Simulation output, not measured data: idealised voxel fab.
process module | voxel transistor to metal
cross-section cut | 190 nm wide | cells 5 nm
A cross-section is a grid of square cells, given in bands from the top down. A band is one or more rows of cells.
Each band's line starts with the height of the band's top and of its bottom, in nm. Then come its materials from left to right, each with its width in nm. One material with "throughout" fills the band from edge to edge. "air" is empty space.
Height 0 is the level under which the wafer as received is all one material. The lowest band goes on downwards, as in "0 down".
A width such as "30 to 40" changes by the same amount from each row of cells to the next, from the band's top row to its bottom row.
"no change" after a step means that no cell of the cross-section changed.
closed voids: empty space of 8 cells or more with no open way to the top, each as width x height at its distance from the left edge, in nm
after a step's settings: what the simulator itself notes on the step
overlay nm, on a step with a mask: how far to the right of its planned place the mask lay; to the left if negative
plan
1 op RECEIVE | material Si
2 op OXIDIZE | depth nm 5
3 op CONFORMAL_DEP | material SiN | thk nm 15
4 op DIRECTIONAL_DEP | material aC | thk nm 10
5 op PATTERN | tone cover | mask id ACTIVE | material resist | width nm 110 | thk nm 30 | overlay nm 0
6 op DIRECTIONAL_ETCH | etch materials aC | depth nm 10
7 op STRIP | etch materials resist
8 op DIRECTIONAL_ETCH | etch materials SiN | depth nm 15
9 op DIRECTIONAL_ETCH | etch materials SiO2 | depth nm 5
10 op DIRECTIONAL_ETCH | etch materials Si | depth nm 25
11 op STRIP | etch materials aC
12 op OXIDIZE | depth nm 5
13 op FILL_DEP | material SiO2 | thk nm 10
14 op CMP | height nm 15
15 op SELECTIVE_ETCH | etch materials SiO2 | depth nm 10
16 op STRIP | etch materials SiN
17 op SELECTIVE_ETCH | etch materials SiO2 | depth nm 5
18 op OXIDIZE | depth nm 5
19 op DIRECTIONAL_DEP | material polySi | thk nm 20
20 op DIRECTIONAL_DEP | material SiCN | thk nm 15
21 op PATTERN | tone cover | mask id GATE | material resist | width nm 20 | thk nm 15 | overlay nm 0
22 op DIRECTIONAL_ETCH | etch materials SiCN | depth nm 25
23 op DIRECTIONAL_ETCH | etch materials polySi | depth nm 30
24 op STRIP | etch materials resist
25 op CONFORMAL_DEP | material SiN | thk nm 5
26 op DIRECTIONAL_ETCH | etch materials SiN | depth nm 5
27 op DIRECTIONAL_ETCH | etch materials SiO2 | depth nm 5
28 op EPI | material pSi | thk nm 5
29 op FILL_DEP | material SiO2 | thk nm 10
30 op CMP | height nm 30
31 op DIRECTIONAL_DEP | material SiO2 | thk nm 15
32 op DIRECTIONAL_DEP | material aC | thk nm 15
33 op PATTERN | tone open | mask id CONTACT | material resist | width nm 35 | pitch nm 65 | thk nm 35 | overlay nm 0
34 op DIRECTIONAL_ETCH | etch materials aC | depth nm 15
35 op STRIP | etch materials resist
36 op DIRECTIONAL_ETCH | etch materials SiO2 | depth nm 50
37 op STRIP | etch materials aC
38 op CONFORMAL_DEP | material TiN | thk nm 5
39 op FILL_DEP | material Ru | thk nm 10
40 op CMP | height nm 45
41 op CONFORMAL_DEP | material SiCN | thk nm 5
42 op DIRECTIONAL_DEP | material lowk | thk nm 25
43 op DIRECTIONAL_DEP | material aC | thk nm 10
44 op PATTERN | tone open | mask id METAL_1 | material resist | width nm 20 | pitch nm 80 | thk nm 25 | overlay nm 0
45 op DIRECTIONAL_ETCH | etch materials aC | depth nm 10
46 op STRIP | etch materials resist
47 op DIRECTIONAL_ETCH | etch materials lowk | depth nm 25
48 op DIRECTIONAL_ETCH | etch materials SiCN | depth nm 5
49 op STRIP | etch materials aC
50 op CONFORMAL_DEP | material TiN | thk nm 5
51 op FILL_DEP | material Cu | thk nm 5
52 op CMP | height nm 75
53 op CONFORMAL_DEP | material SiCN | thk nm 5
as received, after step 1
  0 down: Si throughout
  closed voids: none
first wafer at the end, as planned
  80 to 75: SiCN throughout
  75 to 50: lowk 45 | TiN 5 | Cu 10 | TiN 5 | lowk 60 | TiN 5 | Cu 10 | TiN 5 | lowk 45
  50 to 45: SiCN 45 | TiN 20 | SiCN 60 | TiN 20 | SiCN 45
  45 to 30: SiO2 45 | TiN 5 | Ru 25 | TiN 5 | SiO2 30 | TiN 5 | Ru 25 | TiN 5 | SiO2 45
  30 to 15: SiO2 45 | TiN 5 | Ru 25 | TiN 5 | SiN 5 | SiCN 20 | SiN 5 | TiN 5 | Ru 25 | TiN 5 | SiO2 45
  15 to 0: SiO2 45 | TiN 5 | Ru 25 | TiN 5 | SiN 5 | polySi 20 | SiN 5 | TiN 5 | Ru 25 | TiN 5 | SiO2 45
  0 to -5: SiO2 35 | SiN 5 | SiO2 5 | TiN 35 | SiN 5 | polySi 20 | SiN 5 | TiN 35 | SiO2 5 | SiN 5 | SiO2 35
  -5 to -10: SiO2 40 | pSi 40 | SiO2 30 | pSi 40 | SiO2 40
  -10 to -35: SiO2 45 | Si 100 | SiO2 45
  -35 down: Si throughout
  closed voids: none
second wafer at the end: like start, like plan, one mistake
  80 to 75: SiCN throughout
  75 to 50: lowk 45 | TiN 5 | Cu 10 | TiN 5 | lowk 60 | TiN 5 | Cu 10 | TiN 5 | lowk 45
  50 to 45: SiCN 45 | TiN 20 | SiCN 60 | TiN 20 | SiCN 45
  45 to 30: SiO2 45 | TiN 5 | Ru 25 | TiN 5 | SiO2 30 | TiN 5 | Ru 25 | TiN 5 | SiO2 45
  30 to 15: SiO2 45 | TiN 5 | Ru 25 | TiN 5 | SiN 5 | SiCN 20 | SiN 5 | TiN 5 | Ru 25 | TiN 5 | SiO2 45
  15 to 0: SiO2 45 | TiN 5 | Ru 25 | TiN 5 | SiN 5 | polySi 20 | SiN 5 | TiN 5 | Ru 25 | TiN 5 | SiO2 45
  0 to -5: SiO2 35 | SiN 5 | SiO2 5 | TiN 35 | SiN 5 | polySi 20 | SiN 5 | TiN 35 | SiO2 5 | SiN 5 | SiO2 35
  -5 to -10: SiO2 40 | pSi 40 | SiO2 30 | pSi 40 | SiO2 40
  -10 to -40: SiO2 45 | Si 100 | SiO2 45
  -40 down: Si throughout
  closed voids: none
what went wrong: step 10 ran as: op DIRECTIONAL_ETCH | etch materials Si | depth nm 30
at the end the second wafer has, in cells: 18 fewer of Si | 18 more of SiO2
